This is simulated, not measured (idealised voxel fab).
Name of the process module below: voxel gate over fins
Shown is cross-section cut, with a width of 290 nm and square cells of size 5 nm.
In this document a cross-section is written as a grid of square cells. It is given as a series of bands, listed from the top down, and a band is one or more rows of cells.
Top height, bottom height, nm. Materials left to right, width each, nm. Single material + "all across" = fills band edge to edge. "blank" = empty.
Counting heights begins at 0, where everything beneath is, in the wafer as received, one material. The lowest band has no bottom; it goes on downwards, as "0..down" shows.
A width such as "30->40" changes by the same amount from each row of cells to the next, from the band's top row to its bottom row.
Basically "no change" means that step didn't change any cell in the cross-section.
Listed in "Closed voids list": every empty space of 8 or more cells without an open way to the top. Form: width x height at distance, the distance being from the left edge, all in nm.
Whatever follows a step's settings on its line is a remark the simulator itself makes about that step.
A step line may carry the setting "overlay nm", which, for steps involving a mask, states the distance by which the mask lay to the right of its intended position; negative values denote displacement to the left.

Planned step list for the process:
1) RECEIVE | material Si
2) CONFORMAL_DEP | material SiN | thk nm 5
3) PATTERN | tone cover | mask id FINS | material resist | width nm 15 | pitch nm 45 | thk nm 15 | overlay nm 0
4) DIRECTIONAL_ETCH | etch materials SiN | depth nm 5
5) DIRECTIONAL_ETCH | etch materials Si | depth nm 30
6) STRIP | etch materials resist
7) OXIDIZE | depth nm 5
8) FILL_DEP | material SiO2 | thk nm 5
9) CMP | height nm 5
10) SELECTIVE_ETCH | etch materials SiO2 | depth nm 15
11) STRIP | etch materials SiN
12) CONFORMAL_DEP | material HfO2 | thk nm 5
13) CONFORMAL_DEP | material TiN | thk nm 5
14) FILL_DEP | material W | thk nm 15
15) CMP | height nm 20
16) CONFORMAL_DEP | material SiCN | thk nm 10

The cross-section here shows the wafer as received, i.e. in its state after step 1:
* 0..down  Si all across
* Closed voids list: none

Look at the cross-section after the module: the wafer started out the way shown above and the plan was the one shown above, yet one mistake was made along the way:
* 30..20  SiCN all across
* 20..10  W all across
* 10..5  85 nm W / 30 nm TiN / 15 nm W / 30 nm TiN / 15 nm W / 30 nm TiN / 85 nm W
* 5..0  85 nm W / 5 nm TiN / 20 nm HfO2 / 5 nm TiN / 15 nm W / 5 nm TiN / 20 nm HfO2 / 5 nm TiN / 15 nm W / 5 nm TiN / 20 nm HfO2 / 5 nm TiN / 85 nm W
* 0..-5  90 nm TiN / 5 nm HfO2 / 10 nm Si / 5 nm HfO2 / 25 nm TiN / 5 nm HfO2 / 10 nm Si / 5 nm HfO2 / 25 nm TiN / 5 nm HfO2 / 10 nm Si / 5 nm HfO2 / 90 nm TiN
* -5..-10  95 nm HfO2 / 10 nm Si / 35 nm HfO2 / 10 nm Si / 35 nm HfO2 / 10 nm Si / 95 nm HfO2
* -10..-35  95 nm SiO2 / 10 nm Si / 35 nm SiO2 / 10 nm Si / 35 nm SiO2 / 10 nm Si / 95 nm SiO2
* -35..down  Si all across
* Closed voids list: none
What was the processing mistake? not per plan at step 3, really ran PATTERN | tone cover | mask id FINS | material resist | width nm 20 | pitch nm 45 | thk nm 15 | overlay nm 0
